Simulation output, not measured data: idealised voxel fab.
process module | voxel self aligned contacts
cross-section cut | 250 nm wide | cells 5 nm
A cross-section is a grid of square cells, given in bands from the top down. A band is one or more rows of cells.
Each band's line starts with the height of the band's top and of its bottom, in nm. Then come its materials from left to right, each with its width in nm. One material with "throughout" fills the band from edge to edge. "air" is empty space.
Height 0 is the level under which the wafer as received is all one material. The lowest band goes on downwards, as in "0 down".
A width such as "30 to 40" changes by the same amount from each row of cells to the next, from the band's top row to its bottom row.
"no change" after a step means that no cell of the cross-section changed.
closed voids: empty space of 8 cells or more with no open way to the top, each as width x height at its distance from the left edge, in nm
after a step's settings: what the simulator itself notes on the step
overlay nm, on a step with a mask: how far to the right of its planned place the mask lay; to the left if negative
plan
1 op RECEIVE | material Si
2 op OXIDIZE | depth nm 5
3 op DIRECTIONAL_DEP | material polySi | thk nm 25
4 op DIRECTIONAL_DEP | material SiN | thk nm 20
5 op DIRECTIONAL_DEP | material aC | thk nm 15
6 op PATTERN | tone cover | mask id GATE | material resist | width nm 30 | pitch nm 75 | thk nm 30 | overlay nm 0
7 op DIRECTIONAL_ETCH | etch materials aC | depth nm 15
8 op STRIP | etch materials resist
9 op DIRECTIONAL_ETCH | etch materials SiN | depth nm 20
10 op DIRECTIONAL_ETCH | etch materials polySi | depth nm 25
11 op STRIP | etch materials aC
12 op CONFORMAL_DEP | material SiN | thk nm 10
13 op DIRECTIONAL_ETCH | etch materials SiN | depth nm 10
14 op FILL_DEP | material SiO2 | thk nm 15
15 op CMP | height nm 55
16 op DIRECTIONAL_DEP | material aC | thk nm 15
17 op PATTERN | tone open | mask id CONTACT | material resist | width nm 55 | thk nm 30 | overlay nm 0
18 op DIRECTIONAL_ETCH | etch materials aC | depth nm 15
19 op STRIP | etch materials resist
20 op DIRECTIONAL_ETCH | etch materials SiO2 | depth nm 60
21 op STRIP | etch materials aC
22 op CONFORMAL_DEP | material TiN | thk nm 5
23 op FILL_DEP | material W | thk nm 5
24 op CMP | height nm 55
25 op CONFORMAL_DEP | material SiCN | thk nm 5
as received, after step 1
  0 down: Si throughout
  closed voids: none
first wafer at the end, as planned
  60 to 55: SiCN throughout
  55 to 45: SiO2 95 | TiN 5 to 20 | W 45 to 15 | TiN 5 to 20 | SiO2 100
  45 to 25: SiO2 60 | SiN 50 | TiN 5 | W 15 | TiN 5 | SiN 50 | SiO2 65
  25 to 0: SiO2 60 | SiN 10 | polySi 30 | SiN 10 | TiN 5 | W 15 | TiN 5 | SiN 10 | polySi 30 | SiN 10 | SiO2 65
  0 to -5: SiO2 110 | TiN 25 | SiO2 115
  -5 down: Si throughout
  closed voids: none
second wafer at the end: like start, like plan, one mistake
  60 to 55: SiCN throughout
  55 to 50: SiO2 60 | SiN 50 | TiN 5 | W 15 | TiN 5 | SiN 50 | SiO2 65
  50 to 30: SiO2 60 | SiN 10 | polySi 30 | SiN 10 | TiN 5 | W 15 | TiN 5 | SiN 10 | polySi 30 | SiN 10 | SiO2 65
  30 to 25: SiO2 60 | SiN 10 | polySi 30 | SiN 10 | TiN 25 | SiN 10 | polySi 30 | SiN 10 | SiO2 65
  25 to 0: polySi throughout
  0 to -5: SiO2 throughout
  -5 down: Si throughout
  closed voids: none
what went wrong: step 3 was run twice
at the end the second wafer has, in cells: 60 fewer of SiN | 148 fewer of SiO2 | 18 fewer of TiN | 24 fewer of W | 250 more of polySi
